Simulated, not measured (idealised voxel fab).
Process module heading - voxel tone inversion
The width of the displayed cross-section, cut, is 290 nm; its cells are square, with a size of 5 nm.
Bands, listed from the top down, are how a cross-section gets written in this document; the cross-section itself is a grid of square cells, and a band is one or more rows of them.
The entry gives the band's vertical extent as a top height and a bottom height in nm, then its horizontal make-up as materials from left to right, each with a width in nm. "blank" stands for empty space; a single material marked "all across" fills the band edge to edge.
Zero point of the height axis is 0; under it, received wafer = one material. Lowest band: continues down indefinitely, "z 0 and below".
A two-number width, for instance "30..40", indicates that the width is equal to the first number in the top row of the band and to the second number in the bottom row, and that it changes by a constant amount per row of cells.
Take "same as before" at face value: in the step it is given for, the cross-section changed in none of its cells.
Basically, "Closed-off voids" tells you about the enclosed voids: empty spaces with no open way to the top, 8 cells or bigger, each written width x height at distance, where distance is from the left edge, all in nm.
If you see something after the settings on a step's line, that's the simulator's own remark about that step.
For masked steps, "overlay nm" on the step line gives how far right of plan the mask actually lay; a minus sign means it lay to the left.

# Planned step list for the process
1: RECEIVE | material Si
2: CONFORMAL_DEP | material SiCN | thk nm 10
3: DIRECTIONAL_DEP | material polySi | thk nm 15
4: PATTERN | tone cover | mask id POSTS | material resist | width nm 25 | pitch nm 45 | thk nm 25 | overlay nm 0
5: DIRECTIONAL_ETCH | etch materials polySi | depth nm 15
6: STRIP | etch materials resist
7: FILL_DEP | material lowk | thk nm 5
8: CMP | height nm 25
9: STRIP | etch materials polySi

# Wafer at receipt (post step 1), cross-section
z 0 and below  Si all across
Closed-off voids: none

# Here's the cross-section of the first of our two wafers at the end of the module - it ran as planned
z 25 to 10  lowk 65 nm, blank 25 nm, lowk 20 nm, blank 25 nm, lowk 20 nm, blank 25 nm, lowk 20 nm, blank 25 nm, lowk 65 nm
z 10 to 0  SiCN all across
z 0 and below  Si all across
Closed-off voids: none

# Second wafer of the two, sectioned at the end of the module. It began like the first and followed the same plan, but one mistake was made while running it
z 20 to 10  lowk 65 nm, blank 25 nm, lowk 20 nm, blank 25 nm, lowk 20 nm, blank 25 nm, lowk 20 nm, blank 25 nm, lowk 65 nm
z 10 to 0  SiCN all across
z 0 and below  Si all across
Closed-off voids: none
Where did the run depart from the plan? step 8 deviated from plan and actually ran as CMP | height nm 20
Final wafer comparison in cells, second versus first, more or fewer per material: lowk: 38 fewer
